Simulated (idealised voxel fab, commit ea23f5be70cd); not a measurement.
Presented below is a process module, voxel self aligned contacts.
Cross-sectional view cut (width: 190 nm; square cell size: 5 nm).
Notation: cross-section as square-cell grid; stated in bands, top first, going down; one or more cell rows per band. Top height, bottom height, nm. Materials left to right, width each, nm. Single material + "all across" = fills band edge to edge. "empty" = empty. Ref level 0: as-received wafer is one material below here. Bottom band extends down with no lower bound ("0 nm and below"). It should be noted that a width expressed as "30 to 40" varies in equal increments from row to row of cells within the band, taking the value of the first number at the top row and that of the second number at the bottom row. "everything unchanged" means the step left every cell of the cross-section as it was. "Catalogued sealed voids" means: voids of 8 cells or more that are shut off from the top with no open way through. Written width x height at distance, distance from the left edge, in nm. Heads up: the bit after the settings on a step's line is the simulator's remark on that step. Regarding "overlay nm": on a step with a mask, it is the distance the mask lay to the right of its planned place; a negative value places it to the left.

## Process steps (planned)
| 1 | RECEIVE | material Si |
| 2 | OXIDIZE | depth nm 5 |
| 3 | DIRECTIONAL_DEP | material polySi | thk nm 25 |
| 4 | DIRECTIONAL_DEP | material SiN | thk nm 25 |
| 5 | PATTERN | tone cover | mask id GATE | material resist | width nm 35 | pitch nm 80 | thk nm 20 | overlay nm 0 |
| 6 | DIRECTIONAL_ETCH | etch materials SiN | depth nm 25 |
| 7 | DIRECTIONAL_ETCH | etch materials polySi | depth nm 25 |
| 8 | STRIP | etch materials resist |
| 9 | CONFORMAL_DEP | material SiN | thk nm 10 |
| 10 | DIRECTIONAL_ETCH | etch materials SiN | depth nm 10 |
| 11 | FILL_DEP | material SiO2 | thk nm 10 |
| 12 | CMP | height nm 55 |
| 13 | DIRECTIONAL_DEP | material aC | thk nm 15 |
| 14 | PATTERN | tone open | mask id CONTACT | material resist | width nm 55 | thk nm 35 | overlay nm 0 |
| 15 | DIRECTIONAL_ETCH | etch materials aC | depth nm 15 |
| 16 | STRIP | etch materials resist |
| 17 | DIRECTIONAL_ETCH | etch materials SiO2 | depth nm 60 |
| 18 | STRIP | etch materials aC |
| 19 | CONFORMAL_DEP | material TiN | thk nm 5 |
| 20 | FILL_DEP | material Ru | thk nm 5 |
| 21 | CMP | height nm 55 |
| 22 | CONFORMAL_DEP | material SiN | thk nm 5 |

## Cross-section of the wafer as it came to us, i.e., already through step 1
  0 nm and below: Si all across
  Catalogued sealed voids: none

## first wafer at the end, as planned
  60 nm to 55 nm: SiN all across
  55 nm to 50 nm: SiO2 65 | TiN 20 | Ru 15 | TiN 20 | SiO2 70
  50 nm to 25 nm: SiO2 25 | SiN 55 | TiN 5 | Ru 15 | TiN 5 | SiN 55 | SiO2 30
  25 nm to 0 nm: SiO2 25 | SiN 10 | polySi 35 | SiN 10 | TiN 5 | Ru 15 | TiN 5 | SiN 10 | polySi 35 | SiN 10 | SiO2 30
  0 nm to -5 nm: SiO2 80 | TiN 25 | SiO2 85
  -5 nm and below: Si all across
  Catalogued sealed voids: none

## Cross-section, second wafer: same start as the first, same plan as the first, one mistake in running it; taken at the end of the module
  60 nm to 55 nm: SiN all across
  55 nm to 50 nm: SiO2 65 | TiN 20 | Ru 15 | TiN 20 | SiO2 70
  50 nm to 40 nm: SiO2 25 | SiN 55 | TiN 5 | Ru 15 | TiN 5 | SiN 55 | SiO2 30
  40 nm to 35 nm: SiO2 25 | SiN 55 | TiN 25 | SiN 55 | SiO2 30
  35 nm to 25 nm: SiN all across
  25 nm to 0 nm: polySi all across
  0 nm to -5 nm: SiO2 all across
  -5 nm and below: Si all across
  Catalogued sealed voids: none
It is concluded that the wafer was processed incorrectly with respect to the plan, in that step 6: run off-plan, actual operation and settings DIRECTIONAL_ETCH | etch materials SiN | depth nm 15
It is noted that, at the conclusion of processing, the second wafer exhibits a higher or lower cell count for certain materials relative to the first: 24 fewer of Ru; 8 fewer of SiN; 72 fewer of SiO2; 16 fewer of TiN; 120 more of polySi
